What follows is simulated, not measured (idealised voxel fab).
process module | voxel spacer lines
cross-section cut | 270 nm wide | cells 5 nm
A cross-section is a grid of square cells, given in bands from the top down. A band is one or more rows of cells.
Each band's line starts with the height of the band's top and of its bottom, in nm. Then come its materials from left to right, each with its width in nm. One material with "throughout" fills the band from edge to edge. "air" is empty space.
Height 0 is the level under which the wafer as received is all one material. The lowest band goes on downwards, as in "0 down".
A width such as "30 to 40" changes by the same amount from each row of cells to the next, from the band's top row to its bottom row.
"no change" after a step means that no cell of the cross-section changed.
closed voids: empty space of 8 cells or more with no open way to the top, each as width x height at its distance from the left edge, in nm
after a step's settings: what the simulator itself notes on the step
overlay nm, on a step with a mask: how far to the right of its planned place the mask lay; to the left if negative
plan
1 op RECEIVE | material Si
2 op CONFORMAL_DEP | material SiO2 | thk nm 5
3 op DIRECTIONAL_DEP | material TiN | thk nm 10
4 op DIRECTIONAL_DEP | material aC | thk nm 30
5 op PATTERN | tone cover | mask id MANDREL | material resist | width nm 15 | pitch nm 60 | thk nm 40 | overlay nm 0
6 op DIRECTIONAL_ETCH | etch materials aC | depth nm 30
7 op STRIP | etch materials resist
8 op CONFORMAL_DEP | material SiN | thk nm 15
9 op DIRECTIONAL_ETCH | etch materials SiN | depth nm 15
10 op STRIP | etch materials aC
11 op DIRECTIONAL_ETCH | etch materials TiN | depth nm 10
12 op STRIP | etch materials SiN
13 op FILL_DEP | material SiO2 | thk nm 10
14 op CMP | height nm 15
as received, after step 1
  0 down: Si throughout
  closed voids: none
first wafer at the end, as planned
  15 to 5: SiO2 50 | TiN 15 | SiO2 15 | TiN 15 | SiO2 15 | TiN 15 | SiO2 15 | TiN 15 | SiO2 15 | TiN 15 | SiO2 15 | TiN 15 | SiO2 55
  5 to 0: SiO2 throughout
  0 down: Si throughout
  closed voids: none
second wafer at the end: like start, like plan, one mistake
  15 to 10: SiO2 throughout
  10 to 0: SiO2 50 | TiN 15 | SiO2 15 | TiN 15 | SiO2 15 | TiN 15 | SiO2 15 | TiN 15 | SiO2 15 | TiN 15 | SiO2 15 | TiN 15 | SiO2 55
  0 down: Si throughout
  closed voids: none
what went wrong: step 2 was left out
at the end the second wafer has, in cells: as many of each material as the first, in other places
